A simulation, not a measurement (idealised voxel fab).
A process module follows: voxel wiring stack.
Displayed cross-section: cut, width of 195 nm, square cells sized 5 nm.
Bands, listed from the top down, are how a cross-section gets written in this document; the cross-section itself is a grid of square cells, and a band is one or more rows of them.
Band: top height; bottom height; in nm. Then, left to right: material with width in nm, for each material. "throughout": a single material spanning edge to edge. "blank": empty space.
We count height from 0. Below that, the starting wafer is all one material. The lowest band never ends at the bottom but goes on down; see "from 0 down" for how that is written.
Graded width ("30..40"): value in top row of band = first number; value in bottom row = second number; row-to-row change constant.
Basically "nothing changed" means that step didn't change any cell in the cross-section.
In "Cavities, closed" the enclosed voids are listed, meaning empty spaces of 8 cells or larger without any opening to the top. The form is width x height at distance, distance from the left edge, units nm.
Past the settings on a step's line: simulator remark, on that step.
overlay nm: mask right of planned place by this much (step with mask). Neg. = left.
Reading guide: pairs of cross-sections, before and after one process step; after view cut off at lowest changed band; step and settings listed under each pair. Pairs may stem from different runs of this module on the same starting wafer; continuity with the pair above only where the "Pre-processing view" entry states it.
### Pre-processing view
from 70 to 60: 40 aC / 25 blank / 20 aC / 25 blank / 20 aC / 25 blank / 40 aC
from 60 to 35: 40 SiO2 / 25 blank / 20 SiO2 / 25 blank / 20 SiO2 / 25 blank / 40 SiO2
from 35 to 30: SiN throughout
from 30 to 0: SiO2 throughout
from 0 down: Si throughout
Cavities, closed: none
### Resulting Cross-Section
from 70 to 60: 40 aC / 25 blank / 20 aC / 25 blank / 20 aC / 25 blank / 40 aC
from 60 to 35: 40 SiO2 / 25 blank / 20 SiO2 / 25 blank / 20 SiO2 / 25 blank / 40 SiO2
from 35 to 30: 40 SiN / 25 blank / 20 SiN / 25 blank / 20 SiN / 25 blank / 40 SiN
Under the height 30 nothing was changed.
Cavities, closed: none
The cross-sections above show the structure before and after this step: DIRECTIONAL_ETCH [etch materials SiN] [depth nm 5]
Pre-processing view: no separate figure, the pair right above already shows it after its step.
### Resulting Cross-Section
from 60 to 35: 40 SiO2 / 25 blank / 20 SiO2 / 25 blank / 20 SiO2 / 25 blank / 40 SiO2
Under the height 35 nothing was changed.
Cavities, closed: none
The cross-sections above show the structure before and after this step: STRIP [etch materials aC]
Pre-processing view: no separate figure, the pair right above already shows it after its step.
### Resulting Cross-Section
from 65 to 60: 45 TiN / 15 blank / 30 TiN / 15 blank / 30 TiN / 15 blank / 45 TiN
from 60 to 35: 40 SiO2 / 5 TiN / 15 blank / 5 TiN / 20 SiO2 / 5 TiN / 15 blank / 5 TiN / 20 SiO2 / 5 TiN / 15 blank / 5 TiN / 40 SiO2
from 35 to 30: 40 SiN / 25 TiN / 20 SiN / 25 TiN / 20 SiN / 25 TiN / 40 SiN
Under the height 30 nothing was changed.
Cavities, closed: none
The cross-sections above show the structure before and after this step: CONFORMAL_DEP [material TiN] [thk nm 5]
Pre-processing view: no separate figure, the pair right above already shows it after its step.
### Resulting Cross-Section
from 70 to 65: Ru throughout
from 65 to 60: 45 TiN / 15 Ru / 30 TiN / 15 Ru / 30 TiN / 15 Ru / 45 TiN
from 60 to 35: 40 SiO2 / 5 TiN / 15 Ru / 5 TiN / 20 SiO2 / 5 TiN / 15 Ru / 5 TiN / 20 SiO2 / 5 TiN / 15 Ru / 5 TiN / 40 SiO2
Under the height 35 nothing was changed.
Cavities, closed: none
The cross-sections above show the structure before and after this step: FILL_DEP [material Ru] [thk nm 5]
Pre-processing view: no separate figure, the pair right above already shows it after its step.
### Resulting Cross-Section
from 45 to 35: 40 SiO2 / 5 TiN / 15 Ru / 5 TiN / 20 SiO2 / 5 TiN / 15 Ru / 5 TiN / 20 SiO2 / 5 TiN / 15 Ru / 5 TiN / 40 SiO2
Under the height 35 nothing was changed.
Cavities, closed: none
The cross-sections above show the structure before and after this step: CMP [height nm 45]
Pre-processing view: no separate figure, the pair right above already shows it after its step.
### Resulting Cross-Section
from 50 to 45: 35 blank / 35 Ru / 10 blank / 35 Ru / 10 blank / 35 Ru / 35 blank
Under the height 45 nothing was changed.
Cavities, closed: none
The cross-sections above show the structure before and after this step: EPI [material Ru] [thk nm 5]
Pre-processing view: no separate figure, the pair right above already shows it after its step.
### Resulting Cross-Section
from 55 to 50: SiCN throughout
from 50 to 45: 35 SiCN / 35 Ru / 10 SiCN / 35 Ru / 10 SiCN / 35 Ru / 35 SiCN
Under the height 45 nothing was changed.
Cavities, closed: none
The cross-sections above show the structure before and after this step: FILL_DEP [material SiCN] [thk nm 5]
Pre-processing view: no separate figure, the pair right above already shows it after its step.
### Resulting Cross-Section
from 85 to 55: SiO2 throughout
Under the height 55 nothing was changed.
Cavities, closed: none
The cross-sections above show the structure before and after this step: DIRECTIONAL_DEP [material SiO2] [thk nm 30]
Pre-processing view: no separate figure, the pair right above already shows it after its step.
### Resulting Cross-Section
from 100 to 85: aC throughout
Under the height 85 nothing was changed.
Cavities, closed: none
The cross-sections above show the structure before and after this step: DIRECTIONAL_DEP [material aC] [thk nm 15]
Pre-processing view: no separate figure, the pair right above already shows it after its step.
### Resulting Cross-Section
from 130 to 100: 40 resist / 25 blank / 20 resist / 25 blank / 20 resist / 25 blank / 40 resist
Under the height 100 nothing was changed.
Cavities, closed: none
The cross-sections above show the structure before and after this step: PATTERN [tone open] [mask id METAL_2] [material resist] [width nm 25] [pitch nm 45] [thk nm 30] [overlay nm 0]
Pre-processing view: no separate figure, the pair right above already shows it after its step.
### Resulting Cross-Section
from 115 to 100: 40 resist / 25 blank / 20 resist / 25 blank / 20 resist / 25 blank / 40 resist
from 100 to 85: 40 aC / 25 blank / 20 aC / 25 blank / 20 aC / 25 blank / 40 aC
Under the height 85 nothing was changed.
Cavities, closed: none
The cross-sections above show the structure before and after this step: DIRECTIONAL_ETCH [etch materials aC] [depth nm 15]
Pre-processing view: no separate figure, the pair right above already shows it after its step.
### Resulting Cross-Section
from 100 to 85: 40 aC / 25 blank / 20 aC / 25 blank / 20 aC / 25 blank / 40 aC
Under the height 85 nothing was changed.
Cavities, closed: none
The cross-sections above show the structure before and after this step: STRIP [etch materials resist]
Pre-processing view: no separate figure, the pair right above already shows it after its step.
### Resulting Cross-Section
from 100 to 85: 40 aC / 25 blank / 20 aC / 25 blank / 20 aC / 25 blank / 40 aC
from 85 to 70: 40 SiO2 / 25 blank / 20 SiO2 / 25 blank / 20 SiO2 / 25 blank / 40 SiO2
Under the height 70 nothing was changed.
Cavities, closed: none
The cross-sections above show the structure before and after this step: DIRECTIONAL_ETCH [etch materials SiO2] [depth nm 15]
Pre-processing view: no separate figure, the pair right above already shows it after its step.
### Resulting Cross-Section
from 85 to 70: 40 SiO2 / 25 blank / 20 SiO2 / 25 blank / 20 SiO2 / 25 blank / 40 SiO2
Under the height 70 nothing was changed.
Cavities, closed: none
The cross-sections above show the structure before and after this step: STRIP [etch materials aC]
Pre-processing view: no separate figure, the pair right above already shows it after its step.
### Resulting Cross-Section
from 95 to 85: 40 aC / 25 blank / 20 aC / 25 blank / 20 aC / 25 blank / 40 aC
from 85 to 80: 40 SiO2 / 25 blank / 20 SiO2 / 25 blank / 20 SiO2 / 25 blank / 40 SiO2
from 80 to 70: 40 SiO2 / 25 aC / 20 SiO2 / 25 aC / 20 SiO2 / 25 aC / 40 SiO2
Under the height 70 nothing was changed.
Cavities, closed: none
The cross-sections above show the structure before and after this step: DIRECTIONAL_DEP [material aC] [thk nm 10]
Pre-processing view: no separate figure, the pair right above already shows it after its step.
### Resulting Cross-Section
from 125 to 95: 40 resist / 15 blank / 75 resist / 15 blank / 50 resist
from 95 to 85: 40 aC / 15 blank / 10 resist / 20 aC / 25 resist / 20 aC / 15 blank / 10 resist / 40 aC
from 85 to 80: 40 SiO2 / 15 blank / 10 resist / 20 SiO2 / 25 resist / 20 SiO2 / 15 blank / 10 resist / 40 SiO2
Under the height 80 nothing was changed.
Cavities, closed: none
The cross-sections above show the structure before and after this step: PATTERN [tone open] [mask id METAL_2_HOLES] [material resist] [width nm 15] [pitch nm 90] [thk nm 30] [overlay nm 0]
Pre-processing view: no separate figure, the pair right above already shows it after its step.
### Resulting Cross-Section
from 115 to 95: 40 resist / 15 blank / 75 resist / 15 blank / 50 resist
from 95 to 85: 40 aC / 15 blank / 10 resist / 20 aC / 25 resist / 20 aC / 15 blank / 10 resist / 40 aC
from 85 to 80: 40 SiO2 / 15 blank / 10 resist / 20 SiO2 / 25 resist / 20 SiO2 / 15 blank / 10 resist / 40 SiO2
from 80 to 70: 40 SiO2 / 15 blank / 10 aC / 20 SiO2 / 25 aC / 20 SiO2 / 15 blank / 10 aC / 40 SiO2
Under the height 70 nothing was changed.
Cavities, closed: none
The cross-sections above show the structure before and after this step: DIRECTIONAL_ETCH [etch materials aC] [depth nm 10]
Pre-processing view: no separate figure, the pair right above already shows it after its step.
### Resulting Cross-Section
from 95 to 85: 40 aC / 25 blank / 20 aC / 25 blank / 20 aC / 25 blank / 40 aC
from 85 to 80: 40 SiO2 / 25 blank / 20 SiO2 / 25 blank / 20 SiO2 / 25 blank / 40 SiO2
Under the height 80 nothing was changed.
Cavities, closed: none
The cross-sections above show the structure before and after this step: STRIP [etch materials resist]
Pre-processing view: no separate figure, the pair right above already shows it after its step.
### Resulting Cross-Section
from 95 to 85: 40 aC / 25 blank / 20 aC / 25 blank / 20 aC / 25 blank / 40 aC
from 85 to 80: 40 SiO2 / 25 blank / 20 SiO2 / 25 blank / 20 SiO2 / 25 blank / 40 SiO2
from 80 to 70: 40 SiO2 / 15 blank / 10 aC / 20 SiO2 / 25 aC / 20 SiO2 / 15 blank / 10 aC / 40 SiO2
from 70 to 55: 40 SiO2 / 15 blank / 75 SiO2 / 15 blank / 50 SiO2
Under the height 55 nothing was changed.
Cavities, closed: none
The cross-sections above show the structure before and after this step: DIRECTIONAL_ETCH [etch materials SiO2] [depth nm 15]
Pre-processing view: no separate figure, the pair right above already shows it after its step.
### Resulting Cross-Section
from 95 to 85: 40 aC / 25 blank / 20 aC / 25 blank / 20 aC / 25 blank / 40 aC
from 85 to 80: 40 SiO2 / 25 blank / 20 SiO2 / 25 blank / 20 SiO2 / 25 blank / 40 SiO2
from 80 to 70: 40 SiO2 / 15 blank / 10 aC / 20 SiO2 / 25 aC / 20 SiO2 / 15 blank / 10 aC / 40 SiO2
from 70 to 55: 40 SiO2 / 15 blank / 75 SiO2 / 15 blank / 50 SiO2
from 55 to 50: 40 SiCN / 15 blank / 75 SiCN / 15 blank / 50 SiCN
Under the height 50 nothing was changed.
Cavities, closed: none
The cross-sections above show the structure before and after this step: DIRECTIONAL_ETCH [etch materials SiCN] [depth nm 5]
Pre-processing view: no separate figure, the pair right above already shows it after its step.
### Resulting Cross-Section
from 85 to 70: 40 SiO2 / 25 blank / 20 SiO2 / 25 blank / 20 SiO2 / 25 blank / 40 SiO2
Under the height 70 nothing was changed.
Cavities, closed: none
The cross-sections above show the structure before and after this step: STRIP [etch materials aC]
Pre-processing view: no separate figure, the pair right above already shows it after its step.
### Resulting Cross-Section
from 90 to 85: 45 TiN / 15 blank / 30 TiN / 15 blank / 30 TiN / 15 blank / 45 TiN
from 85 to 75: 40 SiO2 / 5 TiN / 15 blank / 5 TiN / 20 SiO2 / 5 TiN / 15 blank / 5 TiN / 20 SiO2 / 5 TiN / 15 blank / 5 TiN / 40 SiO2
from 75 to 70: 40 SiO2 / 5 TiN / 5 blank / 15 TiN / 20 SiO2 / 25 TiN / 20 SiO2 / 5 TiN / 5 blank / 15 TiN / 40 SiO2
from 70 to 55: 40 SiO2 / 5 TiN / 5 blank / 5 TiN / 75 SiO2 / 5 TiN / 5 blank / 5 TiN / 50 SiO2
from 55 to 50: 40 SiCN / 15 TiN / 75 SiCN / 15 TiN / 50 SiCN
Under the height 50 nothing was changed.
Cavities, closed: none
The cross-sections above show the structure before and after this step: CONFORMAL_DEP [material TiN] [thk nm 5]
Pre-processing view: no separate figure, the pair right above already shows it after its step.
### Resulting Cross-Section
from 95 to 90: Cu throughout
from 90 to 85: 45 TiN / 15 Cu / 30 TiN / 15 Cu / 30 TiN / 15 Cu / 45 TiN
from 85 to 75: 40 SiO2 / 5 TiN / 15 Cu / 5 TiN / 20 SiO2 / 5 TiN / 15 Cu / 5 TiN / 20 SiO2 / 5 TiN / 15 Cu / 5 TiN / 40 SiO2
from 75 to 70: 40 SiO2 / 5 TiN / 5 Cu / 15 TiN / 20 SiO2 / 25 TiN / 20 SiO2 / 5 TiN / 5 Cu / 15 TiN / 40 SiO2
from 70 to 55: 40 SiO2 / 5 TiN / 5 Cu / 5 TiN / 75 SiO2 / 5 TiN / 5 Cu / 5 TiN / 50 SiO2
Under the height 55 nothing was changed.
Cavities, closed: none
The cross-sections above show the structure before and after this step: FILL_DEP [material Cu] [thk nm 5]
Pre-processing view: no separate figure, the pair right above already shows it after its step.
### Resulting Cross-Section
from 85 to 75: 40 SiO2 / 5 TiN / 15 Cu / 5 TiN / 20 SiO2 / 5 TiN / 15 Cu / 5 TiN / 20 SiO2 / 5 TiN / 15 Cu / 5 TiN / 40 SiO2
Under the height 75 nothing was changed.
Cavities, closed: none
The cross-sections above show the structure before and after this step: CMP [height nm 85]
Pre-processing view: no separate figure, the pair right above already shows it after its step.
### Resulting Cross-Section
from 90 to 85: SiCN throughout
Under the height 85 nothing was changed.
Cavities, closed: none
The cross-sections above show the structure before and after this step: CONFORMAL_DEP [material SiCN] [thk nm 5]
Pre-processing view: no separate figure, the pair right above already shows it after its step.
### Resulting Cross-Section
from 100 to 90: lowk throughout
Under the height 90 nothing was changed.
Cavities, closed: none
The cross-sections above show the structure before and after this step: DIRECTIONAL_DEP [material lowk] [thk nm 10]
Pre-processing view: no separate figure, the pair right above already shows it after its step.
### Resulting Cross-Section
from 115 to 100: aC throughout
Under the height 100 nothing was changed.
Cavities, closed: none
The cross-sections above show the structure before and after this step: DIRECTIONAL_DEP [material aC] [thk nm 15]
Pre-processing view: no separate figure, the pair right above already shows it after its step.
### Resulting Cross-Section
from 145 to 115: 40 resist / 15 blank / 30 resist / 15 blank / 30 resist / 15 blank / 50 resist
Under the height 115 nothing was changed.
Cavities, closed: none
The cross-sections above show the structure before and after this step: PATTERN [tone open] [mask id PLUG_2] [material resist] [width nm 15] [pitch nm 45] [thk nm 30] [overlay nm 0]
Pre-processing view: no separate figure, the pair right above already shows it after its step.
### Resulting Cross-Section
from 130 to 115: 40 resist / 15 blank / 30 resist / 15 blank / 30 resist / 15 blank / 50 resist
from 115 to 100: 40 aC / 15 blank / 30 aC / 15 blank / 30 aC / 15 blank / 50 aC
Under the height 100 nothing was changed.
Cavities, closed: none
The cross-sections above show the structure before and after this step: DIRECTIONAL_ETCH [etch materials aC] [depth nm 15]
Pre-processing view: no separate figure, the pair right above already shows it after its step.
### Resulting Cross-Section
from 115 to 100: 40 aC / 15 blank / 30 aC / 15 blank / 30 aC / 15 blank / 50 aC
Under the height 100 nothing was changed.
Cavities, closed: none
The cross-sections above show the structure before and after this step: STRIP [etch materials resist]
Pre-processing view: no separate figure, the pair right above already shows it after its step.
### Resulting Cross-Section
from 115 to 100: 40 aC / 15 blank / 30 aC / 15 blank / 30 aC / 15 blank / 50 aC
from 100 to 90: 40 lowk / 15 blank / 30 lowk / 15 blank / 30 lowk / 15 blank / 50 lowk
Under the height 90 nothing was changed.
Cavities, closed: none
The cross-sections above show the structure before and after this step: DIRECTIONAL_ETCH [etch materials lowk] [depth nm 10]
Pre-processing view: no separate figure, the pair right above already shows it after its step.
### Resulting Cross-Section
from 115 to 100: 40 aC / 15 blank / 30 aC / 15 blank / 30 aC / 15 blank / 50 aC
from 100 to 90: 40 lowk / 15 blank / 30 lowk / 15 blank / 30 lowk / 15 blank / 50 lowk
from 90 to 85: 40 SiCN / 15 blank / 30 SiCN / 15 blank / 30 SiCN / 15 blank / 50 SiCN
Under the height 85 nothing was changed.
Cavities, closed: none
The cross-sections above show the structure before and after this step: DIRECTIONAL_ETCH [etch materials SiCN] [depth nm 5]
Pre-processing view: no separate figure, the pair right above already shows it after its step.
### Resulting Cross-Section
from 100 to 90: 40 lowk / 15 blank / 30 lowk / 15 blank / 30 lowk / 15 blank / 50 lowk
Under the height 90 nothing was changed.
Cavities, closed: none
The cross-sections above show the structure before and after this step: STRIP [etch materials aC]
Pre-processing view: no separate figure, the pair right above already shows it after its step.
### Resulting Cross-Section
from 105 to 100: 45 TiN / 5 blank / 40 TiN / 5 blank / 40 TiN / 5 blank / 55 TiN
from 100 to 90: 40 lowk / 5 TiN / 5 blank / 5 TiN / 30 lowk / 5 TiN / 5 blank / 5 TiN / 30 lowk / 5 TiN / 5 blank / 5 TiN / 50 lowk
from 90 to 85: 40 SiCN / 15 TiN / 30 SiCN / 15 TiN / 30 SiCN / 15 TiN / 50 SiCN
Under the height 85 nothing was changed.
Cavities, closed: none
The cross-sections above show the structure before and after this step: CONFORMAL_DEP [material TiN] [thk nm 5]
Pre-processing view: no separate figure, the pair right above already shows it after its step.
### Resulting Cross-Section
from 115 to 105: Ru throughout
from 105 to 100: 45 TiN / 5 Ru / 40 TiN / 5 Ru / 40 TiN / 5 Ru / 55 TiN
from 100 to 90: 40 lowk / 5 TiN / 5 Ru / 5 TiN / 30 lowk / 5 TiN / 5 Ru / 5 TiN / 30 lowk / 5 TiN / 5 Ru / 5 TiN / 50 lowk
Under the height 90 nothing was changed.
Cavities, closed: none
The cross-sections above show the structure before and after this step: FILL_DEP [material Ru] [thk nm 10]
Pre-processing view: no separate figure, the pair right above already shows it after its step.
### Resulting Cross-Section
from 100 to 90: 40 lowk / 5 TiN / 5 Ru / 5 TiN / 30 lowk / 5 TiN / 5 Ru / 5 TiN / 30 lowk / 5 TiN / 5 Ru / 5 TiN / 50 lowk
Under the height 90 nothing was changed.
Cavities, closed: none
The cross-sections above show the structure before and after this step: CMP [height nm 100]
Pre-processing view: no separate figure, the pair right above already shows it after its step.
### Resulting Cross-Section
from 105 to 100: TiN throughout
Under the height 100 nothing was changed.
Cavities, closed: none
The cross-sections above show the structure before and after this step: DIRECTIONAL_DEP [material TiN] [thk nm 5]
Pre-processing view: no separate figure, the pair right above already shows it after its step.
### Resulting Cross-Section
from 120 to 105: W throughout
Under the height 105 nothing was changed.
Cavities, closed: none
The cross-sections above show the structure before and after this step: DIRECTIONAL_DEP [material W] [thk nm 15]
Pre-processing view: no separate figure, the pair right above already shows it after its step.
### Resulting Cross-Section
from 120 to 105: 40 blank / 25 W / 20 blank / 25 W / 20 blank / 25 W / 40 blank
Under the height 105 nothing was changed.
Cavities, closed: none
The cross-sections above show the structure before and after this step: MASKED_ETCH [tone cover] [mask id METAL_3] [width nm 25] [pitch nm 45] [etch materials W] [depth nm 15] [overlay nm 0]
Pre-processing view: no separate figure, the pair right above already shows it after its step.
### Resulting Cross-Section
from 120 to 105: 40 blank / 25 W / 20 blank / 25 W / 20 blank / 25 W / 40 blank
from 105 to 100: 40 blank / 25 TiN / 20 blank / 25 TiN / 20 blank / 25 TiN / 40 blank
Under the height 100 nothing was changed.
Cavities, closed: none
The cross-sections above show the structure before and after this step: MASKED_ETCH [tone cover] [mask id METAL_3] [width nm 25] [pitch nm 45] [etch materials TiN] [depth nm 5] [overlay nm 0]
Pre-processing view: no separate figure, the pair right above already shows it after its step.
### Resulting Cross-Section
from 125 to 120: 35 blank / 35 SiN / 10 blank / 35 SiN / 10 blank / 35 SiN / 35 blank
from 120 to 105: 35 blank / 5 SiN / 25 W / 5 SiN / 10 blank / 5 SiN / 25 W / 5 SiN / 10 blank / 5 SiN / 25 W / 5 SiN / 35 blank
from 105 to 100: 40 SiN / 25 TiN / 20 SiN / 25 TiN / 20 SiN / 25 TiN / 40 SiN
Under the height 100 nothing was changed.
Cavities, closed: none
The cross-sections above show the structure before and after this step: CONFORMAL_DEP [material SiN] [thk nm 5]
Pre-processing view: no separate figure, the pair right above already shows it after its step.
### Resulting Cross-Section
from 130 to 125: lowk throughout
from 125 to 120: 35 lowk / 35 SiN / 10 lowk / 35 SiN / 10 lowk / 35 SiN / 35 lowk
from 120 to 105: 35 lowk / 5 SiN / 25 W / 5 SiN / 10 lowk / 5 SiN / 25 W / 5 SiN / 10 lowk / 5 SiN / 25 W / 5 SiN / 35 lowk
Under the height 105 nothing was changed.
Cavities, closed: none
The cross-sections above show the structure before and after this step: FILL_DEP [material lowk] [thk nm 5]
Pre-processing view: no separate figure, the pair right above already shows it after its step.
### Resulting Cross-Section
from 120 to 105: 35 lowk / 5 SiN / 25 W / 5 SiN / 10 lowk / 5 SiN / 25 W / 5 SiN / 10 lowk / 5 SiN / 25 W / 5 SiN / 35 lowk
Under the height 105 nothing was changed.
Cavities, closed: none
The cross-sections above show the structure before and after this step: CMP [height nm 120]
Pre-processing view: no separate figure, the pair right above already shows it after its step.
### Resulting Cross-Section
from 125 to 120: SiN throughout
Under the height 120 nothing was changed.
Cavities, closed: none
The cross-sections above show the structure before and after this step: CONFORMAL_DEP [material SiN] [thk nm 5]
### Pre-processing view
from 15 to 0: SiO2 throughout
from 0 down: Si throughout
Cavities, closed: none
### Resulting Cross-Section
from 40 to 0: SiO2 throughout
Under the height 0 nothing was changed.
Cavities, closed: none
The cross-sections above show the structure before and after this step: DIRECTIONAL_DEP [material SiO2] [thk nm 25]
Pre-processing view: no separate figure, the pair right above already shows it after its step.
### Resulting Cross-Section
from 45 to 40: SiN throughout
Under the height 40 nothing was changed.
Cavities, closed: none
The cross-sections above show the structure before and after this step: CONFORMAL_DEP [material SiN] [thk nm 5]
Pre-processing view: no separate figure, the pair right above already shows it after its step.
### Resulting Cross-Section
from 55 to 45: aC throughout
Under the height 45 nothing was changed.
Cavities, closed: none
The cross-sections above show the structure before and after this step: DIRECTIONAL_DEP [material aC] [thk nm 10]
Pre-processing view: no separate figure, the pair right above already shows it after its step.
### Resulting Cross-Section
from 80 to 55: 40 resist / 25 blank / 20 resist / 25 blank / 20 resist / 25 blank / 40 resist
Under the height 55 nothing was changed.
Cavities, closed: none
The cross-sections above show the structure before and after this step: PATTERN [tone open] [mask id METAL_1] [material resist] [width nm 25] [pitch nm 45] [thk nm 25] [overlay nm 0]
Pre-processing view: no separate figure, the pair right above already shows it after its step.
### Resulting Cross-Section
from 70 to 55: 40 resist / 25 blank / 20 resist / 25 blank / 20 resist / 25 blank / 40 resist
from 55 to 45: 40 aC / 25 blank / 20 aC / 25 blank / 20 aC / 25 blank / 40 aC
Under the height 45 nothing was changed.
Cavities, closed: none
The cross-sections above show the structure before and after this step: DIRECTIONAL_ETCH [etch materials aC] [depth nm 10]
Pre-processing view: no separate figure, the pair right above already shows it after its step.
### Resulting Cross-Section
from 55 to 45: 40 aC / 25 blank / 20 aC / 25 blank / 20 aC / 25 blank / 40 aC
Under the height 45 nothing was changed.
Cavities, closed: none
The cross-sections above show the structure before and after this step: STRIP [etch materials resist]
Pre-processing view: no separate figure, the pair right above already shows it after its step.
### Resulting Cross-Section
from 55 to 45: 40 aC / 25 blank / 20 aC / 25 blank / 20 aC / 25 blank / 40 aC
from 45 to 40: 40 SiN / 25 blank / 20 SiN / 25 blank / 20 SiN / 25 blank / 40 SiN
Under the height 40 nothing was changed.
Cavities, closed: none
The cross-sections above show the structure before and after this step: DIRECTIONAL_ETCH [etch materials SiN] [depth nm 5]
Pre-processing view: no separate figure, the pair right above already shows it after its step.
### Resulting Cross-Section
from 45 to 40: 40 SiN / 25 blank / 20 SiN / 25 blank / 20 SiN / 25 blank / 40 SiN
Under the height 40 nothing was changed.
Cavities, closed: none
The cross-sections above show the structure before and after this step: STRIP [etch materials aC]
Pre-processing view: no separate figure, the pair right above already shows it after its step.
### Resulting Cross-Section
from 50 to 45: 45 TiN / 15 blank / 30 TiN / 15 blank / 30 TiN / 15 blank / 45 TiN
from 45 to 40: 40 SiN / 25 TiN / 20 SiN / 25 TiN / 20 SiN / 25 TiN / 40 SiN
Under the height 40 nothing was changed.
Cavities, closed: none
The cross-sections above show the structure before and after this step: CONFORMAL_DEP [material TiN] [thk nm 5]
Pre-processing view: no separate figure, the pair right above already shows it after its step.
### Resulting Cross-Section
from 55 to 50: Ru throughout
from 50 to 45: 45 TiN / 15 Ru / 30 TiN / 15 Ru / 30 TiN / 15 Ru / 45 TiN
Under the height 45 nothing was changed.
Cavities, closed: none
The cross-sections above show the structure before and after this step: FILL_DEP [material Ru] [thk nm 5]
Pre-processing view: no separate figure, the pair right above already shows it after its step.
### Resulting Cross-Section
from 45 to 40: 40 SiN / 25 TiN / 20 SiN / 25 TiN / 20 SiN / 25 TiN / 40 SiN
Under the height 40 nothing was changed.
Cavities, closed: none
The cross-sections above show the structure before and after this step: CMP [height nm 45]
Pre-processing view: no separate figure, the pair right above already shows it after its step.
### Resulting Cross-Section
from 50 to 45: 35 blank / 35 Ru / 10 blank / 35 Ru / 10 blank / 35 Ru / 35 blank
Under the height 45 nothing was changed.
Cavities, closed: none
The cross-sections above show the structure before and after this step: EPI [material Ru] [thk nm 5]
Pre-processing view: no separate figure, the pair right above already shows it after its step.
### Resulting Cross-Section
from 55 to 50: SiCN throughout
from 50 to 45: 35 SiCN / 35 Ru / 10 SiCN / 35 Ru / 10 SiCN / 35 Ru / 35 SiCN
Under the height 45 nothing was changed.
Cavities, closed: none
The cross-sections above show the structure before and after this step: FILL_DEP [material SiCN] [thk nm 5]
Pre-processing view: no separate figure, the pair right above already shows it after its step.
### Resulting Cross-Section
from 85 to 55: SiO2 throughout
Under the height 55 nothing was changed.
Cavities, closed: none
The cross-sections above show the structure before and after this step: DIRECTIONAL_DEP [material SiO2] [thk nm 30]
Pre-processing view: no separate figure, the pair right above already shows it after its step.
### Resulting Cross-Section
from 100 to 85: aC throughout
Under the height 85 nothing was changed.
Cavities, closed: none
The cross-sections above show the structure before and after this step: DIRECTIONAL_DEP [material aC] [thk nm 15]
Pre-processing view: no separate figure, the pair right above already shows it after its step.
### Resulting Cross-Section
from 130 to 100: 40 resist / 25 blank / 20 resist / 25 blank / 20 resist / 25 blank / 40 resist
Under the height 100 nothing was changed.
Cavities, closed: none
The cross-sections above show the structure before and after this step: PATTERN [tone open] [mask id METAL_2] [material resist] [width nm 25] [pitch nm 45] [thk nm 30] [overlay nm 0]
Pre-processing view: no separate figure, the pair right above already shows it after its step.
### Resulting Cross-Section
from 115 to 100: 40 resist / 25 blank / 20 resist / 25 blank / 20 resist / 25 blank / 40 resist
from 100 to 85: 40 aC / 25 blank / 20 aC / 25 blank / 20 aC / 25 blank / 40 aC
Under the height 85 nothing was changed.
Cavities, closed: none
The cross-sections above show the structure before and after this step: DIRECTIONAL_ETCH [etch materials aC] [depth nm 15]
Pre-processing view: no separate figure, the pair right above already shows it after its step.
### Resulting Cross-Section
from 100 to 85: 40 aC / 25 blank / 20 aC / 25 blank / 20 aC / 25 blank / 40 aC
Under the height 85 nothing was changed.
Cavities, closed: none
The cross-sections above show the structure before and after this step: STRIP [etch materials resist]
Pre-processing view: no separate figure, the pair right above already shows it after its step.
### Resulting Cross-Section
from 100 to 85: 40 aC / 25 blank / 20 aC / 25 blank / 20 aC / 25 blank / 40 aC
from 85 to 70: 40 SiO2 / 25 blank / 20 SiO2 / 25 blank / 20 SiO2 / 25 blank / 40 SiO2
Under the height 70 nothing was changed.
Cavities, closed: none
The cross-sections above show the structure before and after this step: DIRECTIONAL_ETCH [etch materials SiO2] [depth nm 15]
Pre-processing view: no separate figure, the pair right above already shows it after its step.
### Resulting Cross-Section
from 85 to 70: 40 SiO2 / 25 blank / 20 SiO2 / 25 blank / 20 SiO2 / 25 blank / 40 SiO2
Under the height 70 nothing was changed.
Cavities, closed: none
The cross-sections above show the structure before and after this step: STRIP [etch materials aC]
Pre-processing view: no separate figure, the pair right above already shows it after its step.
### Resulting Cross-Section
from 95 to 85: 40 aC / 25 blank / 20 aC / 25 blank / 20 aC / 25 blank / 40 aC
from 85 to 80: 40 SiO2 / 25 blank / 20 SiO2 / 25 blank / 20 SiO2 / 25 blank / 40 SiO2
from 80 to 70: 40 SiO2 / 25 aC / 20 SiO2 / 25 aC / 20 SiO2 / 25 aC / 40 SiO2
Under the height 70 nothing was changed.
Cavities, closed: none
The cross-sections above show the structure before and after this step: DIRECTIONAL_DEP [material aC] [thk nm 10]
Pre-processing view: no separate figure, the pair right above already shows it after its step.
### Resulting Cross-Section
from 125 to 95: 40 resist / 15 blank / 75 resist / 15 blank / 50 resist
from 95 to 85: 40 aC / 15 blank / 10 resist / 20 aC / 25 resist / 20 aC / 15 blank / 10 resist / 40 aC
from 85 to 80: 40 SiO2 / 15 blank / 10 resist / 20 SiO2 / 25 resist / 20 SiO2 / 15 blank / 10 resist / 40 SiO2
Under the height 80 nothing was changed.
Cavities, closed: none
The cross-sections above show the structure before and after this step: PATTERN [tone open] [mask id METAL_2_HOLES] [material resist] [width nm 15] [pitch nm 90] [thk nm 30] [overlay nm 0]
Pre-processing view: no separate figure, the pair right above already shows it after its step.
### Resulting Cross-Section
from 115 to 95: 40 resist / 15 blank / 75 resist / 15 blank / 50 resist
from 95 to 85: 40 aC / 15 blank / 10 resist / 20 aC / 25 resist / 20 aC / 15 blank / 10 resist / 40 aC
from 85 to 80: 40 SiO2 / 15 blank / 10 resist / 20 SiO2 / 25 resist / 20 SiO2 / 15 blank / 10 resist / 40 SiO2
from 80 to 70: 40 SiO2 / 15 blank / 10 aC / 20 SiO2 / 25 aC / 20 SiO2 / 15 blank / 10 aC / 40 SiO2
Under the height 70 nothing was changed.
Cavities, closed: none
The cross-sections above show the structure before and after this step: DIRECTIONAL_ETCH [etch materials aC] [depth nm 10]
Pre-processing view: no separate figure, the pair right above already shows it after its step.
### Resulting Cross-Section
from 95 to 85: 40 aC / 25 blank / 20 aC / 25 blank / 20 aC / 25 blank / 40 aC
from 85 to 80: 40 SiO2 / 25 blank / 20 SiO2 / 25 blank / 20 SiO2 / 25 blank / 40 SiO2
Under the height 80 nothing was changed.
Cavities, closed: none
The cross-sections above show the structure before and after this step: STRIP [etch materials resist]
